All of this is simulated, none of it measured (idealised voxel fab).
A process module follows: voxel capacitor over wiring.
For reference, the cross-section in this document is cut, with width 260 nm and square cells of 5 nm.
Format of a cross-section: grid, square cells. Given as bands. Order: top down. Band: one or more rows of cells. Band: top and bottom heights (nm) first, top before bottom; then materials from left to right, widths in nm. "everywhere" marks a sole material filling the band edge to edge. "blank" denotes empty space. Heights are reckoned from 0. Under this level, the received wafer is all of one material. The bottommost band is open-ended downward, for example "0 and below". It should be noted that a width expressed as "30..40" varies in equal increments from row to row of cells within the band, taking the value of the first number at the top row and that of the second number at the bottom row. "identical to before" (step): cross-section cells unchanged, all of them. The entry "Closed void register" lists the empty spaces that cover at least 8 cells and have no open path to the top. Each is written as width x height at distance, where the distance is measured from the left edge and all three values are in nm. Post-settings text on a step line: simulator's own remark regarding the step. Steps that use a mask can have "overlay nm" on their line. It says how far the mask sat to the right of where it was meant to be. Negative means to the left.
THIS SECTION LISTS THE PROCESS STEPS THAT WERE PLANNED
- 1: RECEIVE with material Si
- 2: CONFORMAL_DEP with material SiO2, thk nm 15
- 3: CONFORMAL_DEP with material SiCN, thk nm 5
- 4: DIRECTIONAL_DEP with material lowk, thk nm 25
- 5: DIRECTIONAL_DEP with material aC, thk nm 10
- 6: PATTERN with tone open, mask id METAL_1, material resist, width nm 20, pitch nm 80, thk nm 30, overlay nm 0
- 7: DIRECTIONAL_ETCH with etch materials aC, depth nm 10
- 8: STRIP with etch materials resist
- 9: DIRECTIONAL_ETCH with etch materials lowk, depth nm 25
- 10: DIRECTIONAL_ETCH with etch materials SiCN, depth nm 5
- 11: STRIP with etch materials aC
- 12: CONFORMAL_DEP with material TiN, thk nm 5
- 13: FILL_DEP with material Ru, thk nm 5
- 14: CMP with height nm 45
- 15: EPI with material Ru, thk nm 5
- 16: FILL_DEP with material SiCN, thk nm 5
- 17: DIRECTIONAL_DEP with material SiO2, thk nm 20
- 18: MASKED_ETCH with tone open, mask id PLUG_1, width nm 15, etch materials SiO2, depth nm 20, overlay nm 0
- 19: MASKED_ETCH with tone open, mask id PLUG_1, width nm 15, etch materials SiCN, depth nm 5, overlay nm 0
- 20: CONFORMAL_DEP with material TiN, thk nm 5
- 21: FILL_DEP with material W, thk nm 10
- 22: CMP with height nm 75
- 23: DIRECTIONAL_DEP with material TiN, thk nm 5
- 24: DIRECTIONAL_DEP with material Al2O3, thk nm 5
- 25: DIRECTIONAL_DEP with material TiN, thk nm 10
- 26: PATTERN with tone cover, mask id UPPER_PLATE, material resist, width nm 65, thk nm 15, overlay nm 0
- 27: DIRECTIONAL_ETCH with etch materials TiN, depth nm 10
- 28: DIRECTIONAL_ETCH with etch materials Al2O3, depth nm 5
- 29: STRIP with etch materials resist
- 30: PATTERN with tone cover, mask id LOWER_PLATE, material resist, width nm 75, thk nm 15, overlay nm 0
- 31: DIRECTIONAL_ETCH with etch materials TiN, depth nm 5
- 32: STRIP with etch materials resist
- 33: FILL_DEP with material SiO2, thk nm 20
- 34: CMP with height nm 110
- 35: PATTERN with tone open, mask id PLUG_2, material resist, width nm 15, thk nm 15, overlay nm 0
- 36: DIRECTIONAL_ETCH with etch materials SiO2, depth nm 15
- 37: STRIP with etch materials resist
- 38: CONFORMAL_DEP with material TiN, thk nm 5
- 39: FILL_DEP with material Ru, thk nm 10
- 40: CMP with height nm 110
- 41: CONFORMAL_DEP with material SiCN, thk nm 5
DELIVERED WAFER IN CROSS-SECTION: STATE AFTER STEP 1
> 0 and below | Si everywhere
> Closed void register: none
THIS IS HOW THE WAFER LOOKS IN CROSS-SECTION ONCE THE MODULE IS DONE, GIVEN THE STARTING STATE AND PLAN ABOVE AND ONE MISTAKE IN CARRYING THE PLAN OUT
> 115 down to 110 | SiCN everywhere
> 110 down to 100 | SiO2=95; TiN=5; Ru=5; TiN=5; SiO2=150
> 100 down to 95 | SiO2=95; TiN=15; SiO2=150
> 95 down to 85 | SiO2=85; TiN=65; SiO2=110
> 85 down to 80 | SiO2=85; Al2O3=65; SiO2=110
> 80 down to 75 | SiO2=80; TiN=75; SiO2=105
> 75 down to 55 | SiO2=85; TiN=5; W=5; TiN=5; SiO2=160
> 55 down to 50 | SiCN=85; TiN=15; SiCN=160
> 50 down to 45 | SiCN=75; Ru=30; SiCN=50; Ru=30; SiCN=75
> 45 down to 35 | lowk=80; TiN=5; Ru=10; TiN=5; lowk=60; TiN=5; Ru=10; TiN=5; lowk=80
> 35 down to 30 | SiCN=80; TiN=20; SiCN=60; TiN=20; SiCN=80
> 30 down to 0 | SiO2 everywhere
> 0 and below | Si everywhere
> Closed void register: none
Diagnosis: plan step 2 ran twice
